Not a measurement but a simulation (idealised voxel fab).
This section sets out a process module, namely voxel ribs on slabs.
cross-section cut | 170 nm wide | cells 5 nm
Format of a cross-section: grid, square cells. Given as bands. Order: top down. Band: one or more rows of cells.
First you get the band's top height and its bottom height, in nm, and then the materials it's made of, left to right, with each width in nm. If you see a single material with "full width", that one covers the band edge to edge. "empty" is empty space.
Heights are expressed relative to 0, this being the level below which the as-received wafer comprises one material exclusively. The lowest band is unbounded in the downward direction and is denoted as in "0 nm and below".
Per-row width for "30..40": begins at first number (top row of band), ends at second number (bottom row), increment between rows held constant.
"changes: none" after a step means that no cell of the cross-section changed.
"Catalogued sealed voids" lists enclosed empty spaces (at least 8 cells, no open path upward to the top), each as width x height at distance from the left edge, in nm.
Anything after a step's settings on that line? It's the simulator's own note about the step.
The line of a step may include "overlay nm". On a step with a mask, this value is how far to the right of its planned place the mask lay. A negative value means the mask lay to the left.

Below is the list of planned process steps
step 1: RECEIVE [material Si]
step 2: DIRECTIONAL_DEP [material SiO2] [thk nm 25]
step 3: DIRECTIONAL_DEP [material SiN] [thk nm 20]
step 4: MASKED_ETCH [tone cover] [mask id RIB] [width nm 20] [etch materials SiN] [depth nm 15] [overlay nm 0]
step 5: PATTERN [tone cover] [mask id SLAB] [material resist] [width nm 60] [thk nm 15] [overlay nm 0]
step 6: DIRECTIONAL_ETCH [etch materials SiN] [depth nm 5]
step 7: STRIP [etch materials resist]
step 8: FILL_DEP [material SiO2] [thk nm 25]
step 9: CMP [height nm 60]
step 10: DIRECTIONAL_DEP [material TiN] [thk nm 5]
step 11: PATTERN [tone cover] [mask id HEATER] [material resist] [width nm 30] [thk nm 15] [overlay nm 0]
step 12: DIRECTIONAL_ETCH [etch materials TiN] [depth nm 5]
step 13: STRIP [etch materials resist]
step 14: CONFORMAL_DEP [material SiN] [thk nm 10]

Cross-section of the wafer at receipt, which is the condition after step 1
    0 nm and below | Si full width
    Catalogued sealed voids: none

First of two wafers at the end of the module, shown in cross-section; run carried out as planned
    75 nm to 70 nm | empty (60); SiN (50); empty (60)
    70 nm to 65 nm | SiN full width
    65 nm to 60 nm | SiN (70); TiN (30); SiN (70)
    60 nm to 45 nm | SiO2 full width
    45 nm to 30 nm | SiO2 (75); SiN (20); SiO2 (75)
    30 nm to 25 nm | SiO2 (55); SiN (60); SiO2 (55)
    25 nm to 0 nm | SiO2 full width
    0 nm and below | Si full width
    Catalogued sealed voids: none

Cross-section of the latter of the two wafers at module completion. It had an identical start and an identical plan to the former; in running it, one mistake was made
    75 nm to 70 nm | empty (60); SiN (50); empty (60)
    70 nm to 65 nm | SiN full width
    65 nm to 60 nm | SiN (70); TiN (30); SiN (70)
    60 nm to 35 nm | SiO2 full width
    35 nm to 20 nm | SiO2 (75); SiN (20); SiO2 (75)
    20 nm to 15 nm | SiO2 (55); SiN (60); SiO2 (55)
    15 nm to 0 nm | SiO2 full width
    0 nm and below | Si full width
    Catalogued sealed voids: none
Deviation noted in wafer processing: step 2 was processed under conditions differing from the plan, specifically as DIRECTIONAL_DEP [material SiO2] [thk nm 15]
at the end the second wafer has, in cells: as many of each material as the first, in other places
